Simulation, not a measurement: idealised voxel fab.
process module | voxel ribs on slabs
cross-section cut | 190 nm wide | cells 5 nm
A cross-section is a grid of square cells, given in bands from the top down. A band is one or more rows of cells.
Each band's line starts with the height of the band's top and of its bottom, in nm. Then come its materials from left to right, each with its width in nm. One material with "throughout" fills the band from edge to edge. "air" is empty space.
Height 0 is the level under which the wafer as received is all one material. The lowest band goes on downwards, as in "0 down".
A width such as "30 to 40" changes by the same amount from each row of cells to the next, from the band's top row to its bottom row.
"no change" after a step means that no cell of the cross-section changed.
closed voids: empty space of 8 cells or more with no open way to the top, each as width x height at its distance from the left edge, in nm
after a step's settings: what the simulator itself notes on the step
overlay nm, on a step with a mask: how far to the right of its planned place the mask lay; to the left if negative
plan
1 op RECEIVE | material Si
2 op DIRECTIONAL_DEP | material SiO2 | thk nm 20
3 op DIRECTIONAL_DEP | material SiN | thk nm 20
4 op DIRECTIONAL_DEP | material aC | thk nm 10
5 op PATTERN | tone cover | mask id RIB | material resist | width nm 30 | thk nm 30 | overlay nm 0
6 op DIRECTIONAL_ETCH | etch materials aC | depth nm 10
7 op STRIP | etch materials resist
8 op DIRECTIONAL_ETCH | etch materials SiN | depth nm 10
9 op STRIP | etch materials aC
10 op MASKED_ETCH | tone cover | mask id SLAB | width nm 70 | etch materials SiN | depth nm 10 | overlay nm 0
11 op FILL_DEP | material SiO2 | thk nm 20
12 op CMP | height nm 55
13 op DIRECTIONAL_DEP | material TiN | thk nm 10
14 op PATTERN | tone cover | mask id HEATER | material resist | width nm 40 | thk nm 20 | overlay nm 0
15 op DIRECTIONAL_ETCH | etch materials TiN | depth nm 10
16 op STRIP | etch materials resist
17 op CONFORMAL_DEP | material SiN | thk nm 5
first wafer, as planned
as received, after step 1
  0 down: Si throughout
  closed voids: none
after step 2
  20 to 0: SiO2 throughout
  below 0: unchanged
after step 3
  40 to 20: SiN throughout
  below 20: unchanged
after step 4
  50 to 40: aC throughout
  below 40: unchanged
after step 5
  80 to 50: air 80 | resist 30 | air 80
  below 50: unchanged
after step 6
  70 to 50: air 80 | resist 30 | air 80
  50 to 40: air 80 | aC 30 | air 80
  below 40: unchanged
after step 7
  50 to 40: air 80 | aC 30 | air 80
  below 40: unchanged
after step 8
  50 to 40: air 80 | aC 30 | air 80
  40 to 30: air 80 | SiN 30 | air 80
  below 30: unchanged
after step 9
  40 to 30: air 80 | SiN 30 | air 80
  below 30: unchanged
after step 10
  40 to 30: air 80 | SiN 30 | air 80
  30 to 20: air 60 | SiN 70 | air 60
  below 20: unchanged
after step 11
  60 to 40: SiO2 throughout
  40 to 30: SiO2 80 | SiN 30 | SiO2 80
  30 to 20: SiO2 60 | SiN 70 | SiO2 60
  below 20: unchanged
after step 12
  55 to 40: SiO2 throughout
  below 40: unchanged
after step 13
  65 to 55: TiN throughout
  below 55: unchanged
after step 14
  85 to 65: air 75 | resist 40 | air 75
  below 65: unchanged
after step 15
  85 to 65: air 75 | resist 40 | air 75
  65 to 55: air 75 | TiN 40 | air 75
  below 55: unchanged
after step 16
  65 to 55: air 75 | TiN 40 | air 75
  below 55: unchanged
after step 17
  70 to 65: air 70 | SiN 50 | air 70
  65 to 60: air 70 | SiN 5 | TiN 40 | SiN 5 | air 70
  60 to 55: SiN 75 | TiN 40 | SiN 75
  below 55: unchanged
second wafer: like start, like plan, one mistake. Through step 1 it matches the first wafer
when step 2 should have ended
  20 to 0: SiN throughout
  below 0: unchanged
when step 3 should have ended
  40 to 20: SiO2 throughout
  below 20: unchanged
when step 4 should have ended
  50 to 40: aC throughout
  below 40: unchanged
when step 5 should have ended
  80 to 50: air 80 | resist 30 | air 80
  below 50: unchanged
when step 6 should have ended
  70 to 50: air 80 | resist 30 | air 80
  50 to 40: air 80 | aC 30 | air 80
  below 40: unchanged
when step 7 should have ended
  50 to 40: air 80 | aC 30 | air 80
  below 40: unchanged
when step 8 should have ended: no change
when step 9 should have ended
  40 to 20: SiO2 throughout
  below 20: unchanged
when step 10 should have ended: no change
when step 11 should have ended
  60 to 20: SiO2 throughout
  below 20: unchanged
when step 12 should have ended
  55 to 20: SiO2 throughout
  below 20: unchanged
when step 13 should have ended
  65 to 55: TiN throughout
  below 55: unchanged
when step 14 should have ended
  85 to 65: air 75 | resist 40 | air 75
  below 65: unchanged
when step 15 should have ended
  85 to 65: air 75 | resist 40 | air 75
  65 to 55: air 75 | TiN 40 | air 75
  below 55: unchanged
when step 16 should have ended
  65 to 55: air 75 | TiN 40 | air 75
  below 55: unchanged
when step 17 should have ended
  70 to 65: air 70 | SiN 50 | air 70
  65 to 60: air 70 | SiN 5 | TiN 40 | SiN 5 | air 70
  60 to 55: SiN 75 | TiN 40 | SiN 75
  below 55: unchanged
what went wrong: steps 2 and 3 were swapped
at the end the second wafer has, in cells: 112 more of SiN | 112 fewer of SiO2
